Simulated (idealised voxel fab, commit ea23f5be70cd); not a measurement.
Herein follows the process module entitled voxel transistor to metal.
FYI the section here is cut, 195 nm wide, cells are 5 nm squares.
Cross-section layout: square cells on a grid; listed as bands, top to bottom; a band spans one or more cell rows.
For a band, the entry starts with two heights in nm, that of the top and then that of the bottom, and carries on with the band's materials in order from left to right, each alongside its width in nm; the word "edge to edge" beside a single material means it fills the band edge to edge, and "blank" means empty space.
Convention: height 0 is the level below which the wafer, as received, is all one material. The lowest band does not terminate at the bottom but continues downward, represented as "0 down".
So if you see something like "30 to 40" for the width, read it as the top row of the band sitting at the first number and the bottom row at the second, with every row in between moving by the same amount as the last.
For the purposes of this document, the phrase "remained unchanged" attached to a step denotes that no cell within the cross-section was modified by that step.
This entry, "Closed internal voids", enumerates those empty regions of no fewer than 8 cells that possess no open connection to the top. Each region is reported in the form width x height at distance, the distance being taken from the left edge, with all three quantities expressed in nm.
On each step's line, the part that comes after the settings is the simulator's own comment on the step.
overlay nm: mask right of planned place by this much (step with mask). Neg. = left.

-- Here's what the planned process steps look like
- 1: RECEIVE [material Si]
- 2: OXIDIZE [depth nm 5]
- 3: CONFORMAL_DEP [material SiN] [thk nm 10]
- 4: MASKED_ETCH [tone cover] [mask id ACTIVE] [width nm 115] [etch materials SiN] [depth nm 10] [overlay nm 0]
- 5: MASKED_ETCH [tone cover] [mask id ACTIVE] [width nm 115] [etch materials SiO2] [depth nm 5] [overlay nm 0]
- 6: MASKED_ETCH [tone cover] [mask id ACTIVE] [width nm 115] [etch materials Si] [depth nm 35] [overlay nm 0]
- 7: FILL_DEP [material SiO2] [thk nm 10]
- 8: CMP [height nm 10]
- 9: SELECTIVE_ETCH [etch materials SiO2] [depth nm 10]
- 10: STRIP [etch materials SiN]
- 11: SELECTIVE_ETCH [etch materials SiO2] [depth nm 5]
- 12: OXIDIZE [depth nm 5]
- 13: DIRECTIONAL_DEP [material polySi] [thk nm 30]
- 14: DIRECTIONAL_DEP [material SiCN] [thk nm 15]
- 15: DIRECTIONAL_DEP [material aC] [thk nm 10]
- 16: PATTERN [tone cover] [mask id GATE] [material resist] [width nm 25] [thk nm 30] [overlay nm 0]
- 17: DIRECTIONAL_ETCH [etch materials aC] [depth nm 10]
- 18: STRIP [etch materials resist]
- 19: DIRECTIONAL_ETCH [etch materials SiCN] [depth nm 25]
- 20: DIRECTIONAL_ETCH [etch materials polySi] [depth nm 40]
- 21: STRIP [etch materials aC]
- 22: CONFORMAL_DEP [material SiO2] [thk nm 5]
- 23: DIRECTIONAL_ETCH [etch materials SiO2] [depth nm 5]
- 24: CONFORMAL_DEP [material SiN] [thk nm 5]
- 25: DIRECTIONAL_ETCH [etch materials SiN] [depth nm 5]
- 26: DIRECTIONAL_ETCH [etch materials SiO2] [depth nm 5]
- 27: EPI [material nSi] [thk nm 5]
- 28: FILL_DEP [material SiO2] [thk nm 10]
- 29: CMP [height nm 40]
- 30: DIRECTIONAL_DEP [material SiO2] [thk nm 10]
- 31: PATTERN [tone open] [mask id CONTACT] [material resist] [width nm 15] [pitch nm 80] [thk nm 15] [overlay nm 0]
- 32: DIRECTIONAL_ETCH [etch materials SiO2] [depth nm 55]
- 33: STRIP [etch materials resist]
- 34: CONFORMAL_DEP [material TiN] [thk nm 5]
- 35: FILL_DEP [material Ru] [thk nm 10]
- 36: CMP [height nm 50]
- 37: CONFORMAL_DEP [material SiN] [thk nm 5]
- 38: DIRECTIONAL_DEP [material SiO2] [thk nm 20]
- 39: DIRECTIONAL_DEP [material aC] [thk nm 15]
- 40: PATTERN [tone open] [mask id METAL_1] [material resist] [width nm 15] [pitch nm 80] [thk nm 35] [overlay nm 0]
- 41: DIRECTIONAL_ETCH [etch materials aC] [depth nm 15]
- 42: STRIP [etch materials resist]
- 43: DIRECTIONAL_ETCH [etch materials SiO2] [depth nm 20]
- 44: DIRECTIONAL_ETCH [etch materials SiN] [depth nm 5]
- 45: STRIP [etch materials aC]
- 46: CONFORMAL_DEP [material TiN] [thk nm 5]
- 47: FILL_DEP [material Cu] [thk nm 10]
- 48: CMP [height nm 75]
- 49: CONFORMAL_DEP [material SiCN] [thk nm 5]

-- Cross-section, incoming material, after step 1
> 0 down  Si edge to edge
> Closed internal voids: none

-- The plan above was carried out on the starting structure above with one mistake, and this cross-section shows the wafer at the end of the module
> 80 to 75  SiCN edge to edge
> 75 to 55  SiO2: 50 | TiN: 5 | Cu: 5 | TiN: 5 | SiO2: 65 | TiN: 5 | Cu: 5 | TiN: 5 | SiO2: 50
> 55 to 50  SiN: 50 | TiN: 15 | SiN: 65 | TiN: 15 | SiN: 50
> 50 to 40  SiO2: 50 | TiN: 5 | Ru: 5 | TiN: 5 | SiO2: 65 | TiN: 5 | Ru: 5 | TiN: 5 | SiO2: 50
> 40 to 30  SiO2: 50 | TiN: 5 | Ru: 5 | TiN: 5 | SiO2: 10 | SiN: 5 | SiO2: 5 | SiCN: 25 | SiO2: 5 | SiN: 5 | SiO2: 10 | TiN: 5 | Ru: 5 | TiN: 5 | SiO2: 50
> 30 to 25  SiO2: 50 | TiN: 15 | SiO2: 10 | SiN: 5 | SiO2: 5 | SiCN: 25 | SiO2: 5 | SiN: 5 | SiO2: 10 | TiN: 15 | SiO2: 50
> 25 to -5  SiN edge to edge
> -5 to -10  SiO2 edge to edge
> -10 to -40  SiO2: 40 | Si: 115 | SiO2: 40
> -40 down  Si edge to edge
> Closed internal voids: none
The mistake made against the process plan was this: step 13 deviated from plan and actually ran as DIRECTIONAL_DEP [material SiN] [thk nm 30]
